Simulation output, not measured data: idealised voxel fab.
The following process module bears the name voxel ribs on slabs.
cross-section cut | 245 nm wide | cells 5 nm
Format of a cross-section: grid, square cells. Given as bands. Order: top down. Band: one or more rows of cells.
Read a band's entry like this: the first values are the height of its top and the height of its bottom in nm, and what follows is the sequence of materials from left to right, each with its width in nm. Note that "air" is empty space, and that a single material marked "full width" reaches across the band from edge to edge.
Heights are measured from 0, the level below which the as-received wafer is all one material; the lowest band has no bottom and continues downward, written as in "0 and below".
Note: "30 to 40" means the width goes from the first number (top row of the band) to the second number (bottom row) in equal steps per row of cells.
Given "everything unchanged" for a step, no cell of the cross-section differs between before and after that step.
Closed empty spaces (no open way to the top) of 8 cells or more are what "Entrapped void list" lists, each as width x height at distance from the left edge, nm for all three.
Text after the settings on a step's line: the simulator's own remark on that step.
The line of a step may include "overlay nm". On a step with a mask, this value is how far to the right of its planned place the mask lay. A negative value means the mask lay to the left.
List of planned process steps
1) RECEIVE, material Si
2) DIRECTIONAL_DEP, material SiO2, thk nm 25
3) DIRECTIONAL_DEP, material SiN, thk nm 25
4) DIRECTIONAL_DEP, material aC, thk nm 15
5) PATTERN, tone cover, mask id RIB, material resist, width nm 15, thk nm 30, overlay nm 0
6) DIRECTIONAL_ETCH, etch materials aC, depth nm 15
7) STRIP, etch materials resist
8) DIRECTIONAL_ETCH, etch materials SiN, depth nm 5
9) STRIP, etch materials aC
10) MASKED_ETCH, tone cover, mask id SLAB, width nm 55, etch materials SiN, depth nm 20, overlay nm 0
11) FILL_DEP, material SiO2, thk nm 20
12) CMP, height nm 65
13) DIRECTIONAL_DEP, material TiN, thk nm 10
14) PATTERN, tone cover, mask id HEATER, material resist, width nm 25, thk nm 15, overlay nm 0
15) DIRECTIONAL_ETCH, etch materials TiN, depth nm 10
16) STRIP, etch materials resist
17) CONFORMAL_DEP, material SiN, thk nm 10
As-received state of the wafer in cross-section, equivalent to post-step 1
  0 and below: Si full width
  Entrapped void list: none
Final cross-section, module run with one mistake (start and plan as above)
  85 down to 75: air (100), then SiN (50), then air (95)
  75 down to 65: SiN (110), then TiN (30), then SiN (105)
  65 down to 50: SiO2 full width
  50 down to 45: SiO2 (115), then SiN (15), then SiO2 (115)
  45 down to 25: SiO2 (95), then SiN (55), then SiO2 (95)
  25 down to 0: SiO2 full width
  0 and below: Si full width
  Entrapped void list: none
So what did we get wrong on this run? step 14 ran with different settings than intended, the actual operation and settings being PATTERN, tone cover, mask id HEATER, material resist, width nm 30, thk nm 15, overlay nm 0
